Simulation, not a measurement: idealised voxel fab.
Herein follows the process module entitled voxel capacitor over wiring.
Displayed cross-section: cut, width of 280 nm, square cells sized 5 nm.
For the purposes of this document, a cross-section shall be understood as a grid of square cells, specified as bands listed in top-to-bottom order, each band consisting of one or more rows of cells. First you get the band's top height and its bottom height, in nm, and then the materials it's made of, left to right, with each width in nm. If you see a single material with "throughout", that one covers the band edge to edge. "empty" is empty space. All heights in this document are referenced to 0, defined as the level beneath which the wafer, as received, consists entirely of one material. The lowest band is not bounded below; it extends indefinitely downward and is written in the form "from 0 down". With a width like "30->40", each row of cells in the band differs from the next by the same amount, the top row carrying the first number and the bottom row the second. For the purposes of this document, the phrase "no change occurred" attached to a step denotes that no cell within the cross-section was modified by that step. So "Fully closed voids" is basically the list of trapped voids: any empty space of 8 cells or more that can't reach the top through an opening. They're written width x height at distance, the distance being from the left edge, and it's all nm. The remark found on a step's line after its settings is issued by the simulator itself and pertains to that step. overlay nm: on a step with a mask, how far right of its planned place the mask lay; negative means left.
[Process steps foreseen in the plan]
1 RECEIVE with material Si
2 CONFORMAL_DEP with material SiO2, thk nm 10
3 DIRECTIONAL_DEP with material TiN, thk nm 5
4 DIRECTIONAL_DEP with material W, thk nm 20
5 PATTERN with tone cover, mask id METAL_1, material resist, width nm 20, pitch nm 75, thk nm 15, overlay nm 0
6 DIRECTIONAL_ETCH with etch materials W, depth nm 20
7 DIRECTIONAL_ETCH with etch materials TiN, depth nm 5
8 STRIP with etch materials resist
9 FILL_DEP with material lowk, thk nm 5
10 CMP with height nm 35
11 CONFORMAL_DEP with material SiCN, thk nm 5
12 DIRECTIONAL_DEP with material SiO2, thk nm 20
13 DIRECTIONAL_DEP with material aC, thk nm 15
14 PATTERN with tone open, mask id PLUG_1, material resist, width nm 15, thk nm 35, overlay nm 0
15 DIRECTIONAL_ETCH with etch materials aC, depth nm 15
16 STRIP with etch materials resist
17 DIRECTIONAL_ETCH with etch materials SiO2, depth nm 20
18 DIRECTIONAL_ETCH with etch materials SiCN, depth nm 5
19 STRIP with etch materials aC
20 EPI with material Ru, thk nm 10
21 EPI with material Ru, thk nm 10
22 EPI with material Ru, thk nm 5
23 DIRECTIONAL_DEP with material TiN, thk nm 5
24 DIRECTIONAL_DEP with material SiN, thk nm 5
25 DIRECTIONAL_DEP with material TiN, thk nm 5
26 PATTERN with tone cover, mask id UPPER_PLATE, material resist, width nm 60, thk nm 20, overlay nm 0
27 DIRECTIONAL_ETCH with etch materials TiN, depth nm 5
28 DIRECTIONAL_ETCH with etch materials SiN, depth nm 5
29 STRIP with etch materials resist
30 MASKED_ETCH with tone cover, mask id LOWER_PLATE, width nm 70, etch materials TiN, depth nm 5, overlay nm 0
31 FILL_DEP with material SiO2, thk nm 15
32 CMP with height nm 85
33 MASKED_ETCH with tone open, mask id PLUG_2, width nm 15, etch materials SiO2, depth nm 10, overlay nm 0
34 CONFORMAL_DEP with material TiN, thk nm 5
35 FILL_DEP with material Cu, thk nm 5
36 CMP with height nm 85
37 CONFORMAL_DEP with material SiCN, thk nm 5
[Wafer as received: cross-section following step 1]
    from 0 down = Si throughout
    Fully closed voids: none
[End-of-module cross-section. Starting structure and process plan as above; one mistake made in running it]
    from 90 to 85 = SiCN throughout
    from 85 to 80 = SiO2 105 nm / TiN 5 nm / Cu 5 nm / TiN 5 nm / SiO2 160 nm
    from 80 to 70 = SiO2 105->90 nm / TiN 15->55 nm / SiO2 160->135 nm
    from 70 to 65 = SiO2 85 nm / SiN 60 nm / SiO2 135 nm
    from 65 to 60 = SiO2 85 nm / TiN 75 nm / SiO2 120 nm
    from 60 to 40 = SiO2 95 nm / Ru 15 nm / SiO2 170 nm
    from 40 to 35 = SiCN 95 nm / Ru 15 nm / SiCN 170 nm
    from 35 to 15 = lowk 90 nm / W 20 nm / lowk 55 nm / W 20 nm / lowk 95 nm
    from 15 to 10 = lowk 90 nm / TiN 20 nm / lowk 55 nm / TiN 20 nm / lowk 95 nm
    from 10 to 0 = SiO2 throughout
    from 0 down = Si throughout
    Fully closed voids: none
Nonconformance to the process plan: for step 26, the planned setting was not used; the step was instead run as PATTERN with tone cover, mask id UPPER_PLATE, material resist, width nm 60, thk nm 20, overlay nm -10
